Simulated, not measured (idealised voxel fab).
The following is a process module called voxel double patterning.
We display cut, a cross-section 290 nm in width whose square cells are each 5 nm.
Each cross-section below is a grid of square cells, stated as bands in top-down order, with one or more rows of cells making up each band.
Basically the band line says how high the top is and how high the bottom is, in nm, and then what's in it from left to right, every material with its width in nm. Empty space shows up as "air", and if a single material carries "edge to edge" it runs the full band edge to edge.
It should be noted that heights are counted from 0, beneath which the wafer as supplied is of one material throughout, and that the lowest band possesses no lower boundary but continues downward, as written in "top 0, no bottom".
With a width like "30..40", each row of cells in the band differs from the next by the same amount, the top row carrying the first number and the bottom row the second.
"all unchanged" after a step means that no cell of the cross-section changed.
Look at "Closed empty spaces" for the closed voids: empty spaces with no open path to the top, sized 8 cells or up. Each is width x height at distance, distance from the left edge, all nm.
after a step's settings: what the simulator itself notes on the step
"overlay nm" answers the question of how far to the right of plan the mask lay on a step that has a mask, and when it is negative the answer is to the left.

### Here's what the planned process steps look like
1,RECEIVE,material Si
2,CONFORMAL_DEP,material SiO2,thk nm 10
3,DIRECTIONAL_DEP,material TiN,thk nm 10
4,DIRECTIONAL_DEP,material SiN,thk nm 10
5,DIRECTIONAL_DEP,material aC,thk nm 15
6,PATTERN,tone open,mask id FIRST,material resist,width nm 15,pitch nm 50,thk nm 30,overlay nm 0
7,DIRECTIONAL_ETCH,etch materials aC,depth nm 15
8,STRIP,etch materials resist
9,DIRECTIONAL_ETCH,etch materials SiN,depth nm 10
10,STRIP,etch materials aC
11,PATTERN,tone open,mask id SECOND,material resist,width nm 15,thk nm 20,overlay nm 0
12,DIRECTIONAL_ETCH,etch materials SiN,depth nm 10
13,STRIP,etch materials resist
14,DIRECTIONAL_ETCH,etch materials TiN,depth nm 10
15,STRIP,etch materials SiN

### Wafer at receipt (post step 1), cross-section
  top 0, no bottom = Si edge to edge
  Closed empty spaces: none

### Cross-section, end of module. Start: as above. Plan: as above. Execution: one mistake
  top 20, bottom 10 = TiN 110, air 30, TiN 20, air 15, TiN 115
  top 10, bottom 0 = SiO2 edge to edge
  top 0, no bottom = Si edge to edge
  Closed empty spaces: none
Run error: in deviation from the planned setting, step 11 was conducted as PATTERN,tone open,mask id SECOND,material resist,width nm 15,thk nm 20,overlay nm -10
